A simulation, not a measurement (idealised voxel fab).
Name of the process module below: voxel gate over fins
Xsec cut, 145 nm wide, square cell size 5 nm.
If you're reading a cross-section in this doc, picture square cells in a grid; it comes to you as bands, top ones listed first down to the bottom, and a band can be one or more rows of cells.
A band entry consists of two parts. The first gives the height of the band's top and the height of its bottom, in nm. The rest lists the band's materials from left to right, each with its width in nm. A single material labelled with the word "all across" fills the band from edge to edge, and the word "air" marks empty space.
For the purposes of this specification, 0 denotes the height below which the wafer in its as-received condition is composed wholly of one material, and the lowermost band, lacking a lower limit, extends downward without end, as expressed in "top 0, no bottom".
A width given as "30 to 40" starts at the first number in the band's top row and ends at the second number in its bottom row, shifting by an equal amount at every step from row to row.
"no alterations made" (step): cross-section cells unchanged, all of them.
If an empty space has no open way to the top and is at least 8 cells in size, "Sealed voids" lists it, written width x height at distance, where distance is measured from the left edge and every value is in nm.
Where a step's line continues beyond its settings, the continuation is a remark by the simulator itself on that step.
On any step carrying a mask, the "overlay nm" setting, if present on the step's line, tells how far right of its planned place the mask lay; negative values point to the left.

The process steps that were planned are listed below
| 1 | RECEIVE with material Si |
| 2 | CONFORMAL_DEP with material SiN, thk nm 5 |
| 3 | MASKED_ETCH with tone cover, mask id FINS, width nm 15, pitch nm 35, etch materials SiN, depth nm 5, overlay nm 0 |
| 4 | MASKED_ETCH with tone cover, mask id FINS, width nm 15, pitch nm 35, etch materials Si, depth nm 30, overlay nm 0 |
| 5 | FILL_DEP with material SiO2, thk nm 10 |
| 6 | CMP with height nm -5 |
| 7 | SELECTIVE_ETCH with etch materials SiO2, depth nm 20 |
| 8 | STRIP with etch materials SiN |
| 9 | CONFORMAL_DEP with material HfO2, thk nm 5 |
| 10 | CONFORMAL_DEP with material TiN, thk nm 5 |
| 11 | CONFORMAL_DEP with material TiAl, thk nm 5 |
| 12 | CONFORMAL_DEP with material TiN, thk nm 5 |
| 13 | FILL_DEP with material W, thk nm 10 |
| 14 | CMP with height nm 25 |
| 15 | CONFORMAL_DEP with material SiN, thk nm 5 |
For this document, wafers share an identical start and vary in the step 6 height nm; the plan quotes the first wafer's value.

The as-received cross-section of the first of several wafers corresponds to the state after step 1
  top 0, no bottom = Si all across
  Sealed voids: none

Cross-section of the first of several wafers once the module has run through its last step, step 15
  top 30, bottom 25 = SiN all across
  top 25, bottom 15 = W all across
  top 15, bottom 10 = W=25 / TiN=90 / W=30
  top 10, bottom 5 = W=25 / TiN=5 / TiAl=80 / TiN=5 / W=30
  top 5, bottom 0 = W=25 / TiN=5 / TiAl=5 / TiN=70 / TiAl=5 / TiN=5 / W=30
  top 0, bottom -5 = W=25 / TiN=5 / TiAl=5 / TiN=5 / HfO2=25 / TiN=10 / HfO2=25 / TiN=5 / TiAl=5 / TiN=5 / W=30
  top -5, bottom -10 = TiN=30 / TiAl=5 / TiN=5 / HfO2=5 / Si=15 / HfO2=5 / TiN=10 / HfO2=5 / Si=15 / HfO2=5 / TiN=5 / TiAl=5 / TiN=35
  top -10, bottom -15 = TiAl=35 / TiN=5 / HfO2=5 / Si=15 / HfO2=5 / TiN=10 / HfO2=5 / Si=15 / HfO2=5 / TiN=5 / TiAl=40
  top -15, bottom -20 = TiN=40 / HfO2=5 / Si=15 / HfO2=5 / TiN=10 / HfO2=5 / Si=15 / HfO2=5 / TiN=45
  top -20, bottom -25 = HfO2=45 / Si=15 / HfO2=20 / Si=15 / HfO2=50
  top -25, bottom -30 = SiO2=45 / Si=15 / SiO2=20 / Si=15 / SiO2=50
  top -30, no bottom = Si all across
  Sealed voids: none

The module's end: a cross-section of the last wafer
  top 30, bottom 25 = SiN all across
  top 25, bottom 20 = W all across
  top 20, bottom 15 = W=25 / TiN=90 / W=30
  top 15, bottom 10 = TiN=30 / TiAl=80 / TiN=35
  top 10, bottom 5 = TiAl=35 / TiN=70 / TiAl=40
  top 5, bottom 0 = TiN=40 / HfO2=25 / TiN=10 / HfO2=25 / TiN=45
  top 0, bottom -5 = HfO2=45 / Si=15 / HfO2=20 / Si=15 / HfO2=50
  top -5, bottom -30 = SiO2=45 / Si=15 / SiO2=20 / Si=15 / SiO2=50
  top -30, no bottom = Si all across
  Sealed voids: none

Wafer rows, end of module: cells per material gained (+) or lost (-) since receipt; closed voids last
height nm -5, +45 HfO2, -144 Si, +29 SiN, +23 SiO2, +37 TiAl, +82 TiN, +102 W, Sealed voids: none
height nm 0, +45 HfO2, -138 Si, +29 SiN, +46 SiO2, +37 TiAl, +82 TiN, +73 W, Sealed voids: none
height nm 5, +41 HfO2, -138 Si, +29 SiN, +69 SiO2, +35 TiAl, +76 TiN, +62 W, Sealed voids: none
height nm 10, +37 HfO2, -138 Si, +29 SiN, +92 SiO2, +33 TiAl, +70 TiN, +51 W, Sealed voids: none
height nm 15, +33 HfO2, -138 Si, +29 SiN, +115 SiO2, +31 TiAl, +64 TiN, +40 W, Sealed voids: none
